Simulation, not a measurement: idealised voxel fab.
Process module heading - voxel tone inversion
Xsec cut, 260 nm wide, square cell size 5 nm.
In what follows, cross-sections appear as grids of square cells, described through bands that run from the top down, where every band is one or more rows of cells.
Look at the band entry: it leads with the top's height and the bottom's height in nm. Then it lists the materials left to right, with a width in nm for each. The word "throughout" on a single material says that material fills the band edge to edge. The word "air" is empty space.
Basically, 0 is our baseline, since under it the wafer straight out of the box is all one material. The bottom band has no lower end and keeps on going down, so it looks like "from 0 down".
Width: "30..40" (first number = top row, second number = bottom row, same change from row to row of cells).
The cross-section has no changed cell in any step marked "no change".
"Unvented internal voids" lists enclosed empty spaces (at least 8 cells, no open path upward to the top), each as width x height at distance from the left edge, in nm.
It should be noted that, on the line of a given step, the content following the step's settings is a remark produced by the simulator itself with respect to that step.
"overlay nm" answers the question of how far to the right of plan the mask lay on a step that has a mask, and when it is negative the answer is to the left.

-- The planned process steps are enumerated hereunder
1 RECEIVE [material Si]
2 CONFORMAL_DEP [material SiCN] [thk nm 5]
3 DIRECTIONAL_DEP [material polySi] [thk nm 20]
4 PATTERN [tone cover] [mask id POSTS] [material resist] [width nm 20] [pitch nm 40] [thk nm 25] [overlay nm 0]
5 DIRECTIONAL_ETCH [etch materials polySi] [depth nm 20]
6 STRIP [etch materials resist]
7 FILL_DEP [material lowk] [thk nm 10]
8 CMP [height nm 25]
9 STRIP [etch materials polySi]
10 CONFORMAL_DEP [material TiN] [thk nm 5]
11 FILL_DEP [material W] [thk nm 5]
12 CMP [height nm 25]
13 CONFORMAL_DEP [material SiN] [thk nm 5]

-- Cross-sectional view of the wafer in its as-received condition, corresponding to the state after step 1
	from 0 down: Si throughout
	Unvented internal voids: none

-- Sectioned view, first of two wafers, at the close of the module, processed as intended in the plan
	from 30 to 25: SiN throughout
	from 25 to 10: lowk: 100  TiN: 5  W: 10  TiN: 5  lowk: 20  TiN: 5  W: 10  TiN: 5  lowk: 100
	from 10 to 5: lowk: 100  TiN: 20  lowk: 20  TiN: 20  lowk: 100
	from 5 to 0: SiCN throughout
	from 0 down: Si throughout
	Unvented internal voids: none

-- End of module, second wafer, cross-section. Started like the first, planned like the first, run with one mistake
	from 30 to 25: SiN throughout
	from 25 to 10: W: 95  TiN: 5  lowk: 20  TiN: 5  W: 10  TiN: 5  lowk: 20  TiN: 5  W: 95
	from 10 to 5: TiN: 100  lowk: 20  TiN: 20  lowk: 20  TiN: 100
	from 5 to 0: SiCN throughout
	from 0 down: Si throughout
	Unvented internal voids: none
Processing error: step 4, actual vs plan mismatch, actual run PATTERN [tone open] [mask id POSTS] [material resist] [width nm 20] [pitch nm 40] [thk nm 25] [overlay nm 0]
Final difference in cells, second wafer against first, listed per material as more or fewer: +36 TiN | +108 W | -144 lowk
